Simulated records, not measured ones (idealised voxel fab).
The following process module bears the name voxel air gaps.
Shown is cross-section cut, with a width of 295 nm and square cells of size 5 nm.
In this document a cross-section is written as a grid of square cells. It is given as a series of bands, listed from the top down, and a band is one or more rows of cells.
Within each band entry, the heights of the top and of the bottom of the band appear first, in that order and in nm; the materials of the band then follow from left to right, each with its corresponding width in nm. The designation "throughout" on a single material indicates that it fills the band from edge to edge; the designation "blank" indicates empty space.
It should be noted that heights are counted from 0, beneath which the wafer as supplied is of one material throughout, and that the lowest band possesses no lower boundary but continues downward, as written in "z 0 and below".
Top row gets the first number, bottom row gets the second, and each row in between changes by the same step: that is how a band width like "30 to 40" works.
No cell of the cross-section changed in a step that is given as "same as before".
This entry, "Non-vented voids", enumerates those empty regions of no fewer than 8 cells that possess no open connection to the top. Each region is reported in the form width x height at distance, the distance being taken from the left edge, with all three quantities expressed in nm.
Note: text after step settings on the step line = simulator remark on that step.
overlay nm, on a step with a mask: how far to the right of its planned place the mask lay; to the left if negative

[Steps in the process plan]
step 1: RECEIVE, material Si
step 2: CONFORMAL_DEP, material SiO2, thk nm 15
step 3: CONFORMAL_DEP, material SiCN, thk nm 5
step 4: DIRECTIONAL_DEP, material SiO2, thk nm 40
step 5: PATTERN, tone open, mask id LINES, material resist, width nm 15, pitch nm 45, thk nm 15, overlay nm 0
step 6: DIRECTIONAL_ETCH, etch materials SiO2, depth nm 40
step 7: STRIP, etch materials resist
step 8: CONFORMAL_DEP, material TiN, thk nm 5
step 9: FILL_DEP, material Ru, thk nm 10
step 10: CMP, height nm 60
step 11: EPI, material Ru, thk nm 10
step 12: SELECTIVE_ETCH, etch materials SiO2, depth nm 50
step 13: CONFORMAL_DEP, material SiCN, thk nm 5
Heads up: all these wafers start the same, and what changes between them is the width nm in step 5. The value you see in the plan is just what the first wafer got.

[Incoming state of the first of several wafers in cross-section: after step 1]
	z 0 and below | Si throughout
	Non-vented voids: none

[Note: the following table is arranged by wafer, a row apiece. Each row reports the end-of-module state: per material, cells gained (+) or cells lost (-) compared with the wafer as received; closed voids follow]
width nm 15; +84 Ru; +230 SiCN; +177 SiO2; +68 TiN; Non-vented voids: 20 x 30 at 95; 20 x 30 at 140; 20 x 30 at 185
width nm 20; +120 Ru; +218 SiCN; +177 SiO2; +72 TiN; Non-vented voids: 15 x 30 at 95; 15 x 30 at 140; 15 x 30 at 185
width nm 25; +156 Ru; +146 SiCN; +273 SiO2; +76 TiN; Non-vented voids: none
width nm 30; +186 Ru; +146 SiCN; +249 SiO2; +80 TiN; Non-vented voids: none
